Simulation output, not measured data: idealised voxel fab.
Process module under the name voxel self aligned contacts
Shown is cross-section cut, with a width of 230 nm and square cells of size 5 nm.
Bands, listed from the top down, are how a cross-section gets written in this document; the cross-section itself is a grid of square cells, and a band is one or more rows of them. Basically the band line says how high the top is and how high the bottom is, in nm, and then what's in it from left to right, every material with its width in nm. Empty space shows up as "blank", and if a single material carries "all across" it runs the full band edge to edge. Heights are expressed relative to 0, this being the level below which the as-received wafer comprises one material exclusively. The lowest band is unbounded in the downward direction and is denoted as in "0..down". You'd read "30->40" like this: the band's top row of cells is as wide as the first number, its bottom row is as wide as the second, and going down, every row changes width by the same amount as the row before did. Any step labelled "stayed the same" changed none of the cells in the cross-section. Each empty space that has no open way to the top and spans at least 8 cells appears under "Voids, enclosed" as width x height at distance, the distance counted from the left edge, all in nm. What comes after the settings on a step's line is commentary from the simulator itself on that step. The line of a step may include "overlay nm". On a step with a mask, this value is how far to the right of its planned place the mask lay. A negative value means the mask lay to the left.

LIST OF PLANNED PROCESS STEPS
1,RECEIVE | material Si
2,OXIDIZE | depth nm 5
3,DIRECTIONAL_DEP | material polySi | thk nm 25
4,DIRECTIONAL_DEP | material SiN | thk nm 15
5,MASKED_ETCH | tone cover | mask id GATE | width nm 30 | pitch nm 65 | etch materials SiN | depth nm 15 | overlay nm 0
6,MASKED_ETCH | tone cover | mask id GATE | width nm 30 | pitch nm 65 | etch materials polySi | depth nm 25 | overlay nm 0
7,CONFORMAL_DEP | material SiN | thk nm 5
8,DIRECTIONAL_ETCH | etch materials SiN | depth nm 5
9,FILL_DEP | material SiO2 | thk nm 20
10,CMP | height nm 50
11,MASKED_ETCH | tone open | mask id CONTACT | width nm 45 | pitch nm 65 | etch materials SiO2 | depth nm 55 | overlay nm 0
12,CONFORMAL_DEP | material TiN | thk nm 5
13,FILL_DEP | material Ru | thk nm 5
14,CMP | height nm 50
15,CONFORMAL_DEP | material SiCN | thk nm 5

AS-RECEIVED STATE OF THE WAFER IN CROSS-SECTION, EQUIVALENT TO POST-STEP 1
* 0..down  Si all across
* Voids, enclosed: none

AS-PLANNED RUN: CROSS-SECTION OF THE FIRST OF TWO WAFERS AT END OF MODULE
* 55..50  SiCN all across
* 50..40  60 SiO2, then 5->15 TiN, then 35->15 Ru, then 5->15 TiN, then 20 SiO2, then 5->15 TiN, then 35->15 Ru, then 5->15 TiN, then 60 SiO2
* 40..25  30 SiO2, then 40 SiN, then 5 TiN, then 15 Ru, then 5 TiN, then 40 SiN, then 5 TiN, then 15 Ru, then 5 TiN, then 40 SiN, then 30 SiO2
* 25..0  30 SiO2, then 5 SiN, then 30 polySi, then 5 SiN, then 5 TiN, then 15 Ru, then 5 TiN, then 5 SiN, then 30 polySi, then 5 SiN, then 5 TiN, then 15 Ru, then 5 TiN, then 5 SiN, then 30 polySi, then 5 SiN, then 30 SiO2
* 0..-5  70 SiO2, then 25 TiN, then 40 SiO2, then 25 TiN, then 70 SiO2
* -5..down  Si all across
* Voids, enclosed: none

CROSS-SECTIONAL IMAGE OF THE SECOND WAFER OF THE TWO FOLLOWING COMPLETION OF THE MODULE. STARTING STATE AND PROCESS PLAN WERE THE SAME AS FOR THE FIRST WAFER; ONE EXECUTION ERROR OCCURRED
* 55..50  SiCN all across
* 50..40  65 SiO2, then 5->10 TiN, then 30->15 Ru, then 5->15 TiN, then 25 SiO2, then 5->10 TiN, then 30->15 Ru, then 5->15 TiN, then 60 SiO2
* 40..25  30 SiO2, then 40 SiN, then 5 TiN, then 15 Ru, then 5 TiN, then 40 SiN, then 5 TiN, then 15 Ru, then 5 TiN, then 40 SiN, then 30 SiO2
* 25..0  30 SiO2, then 5 SiN, then 30 polySi, then 5 SiN, then 5 TiN, then 15 Ru, then 5 TiN, then 5 SiN, then 30 polySi, then 5 SiN, then 5 TiN, then 15 Ru, then 5 TiN, then 5 SiN, then 30 polySi, then 5 SiN, then 30 SiO2
* 0..-5  70 SiO2, then 25 TiN, then 40 SiO2, then 25 TiN, then 70 SiO2
* -5..down  Si all across
* Voids, enclosed: none
What was done differently from what was planned? step 11 ran differently from the plan; actual operation with settings: MASKED_ETCH | tone open | mask id CONTACT | width nm 40 | pitch nm 65 | etch materials SiO2 | depth nm 55 | overlay nm 0
The closing comparison, in cells, has the second wafer with more or fewer of some materials than the first: -2 Ru | +4 SiO2 | -2 TiN
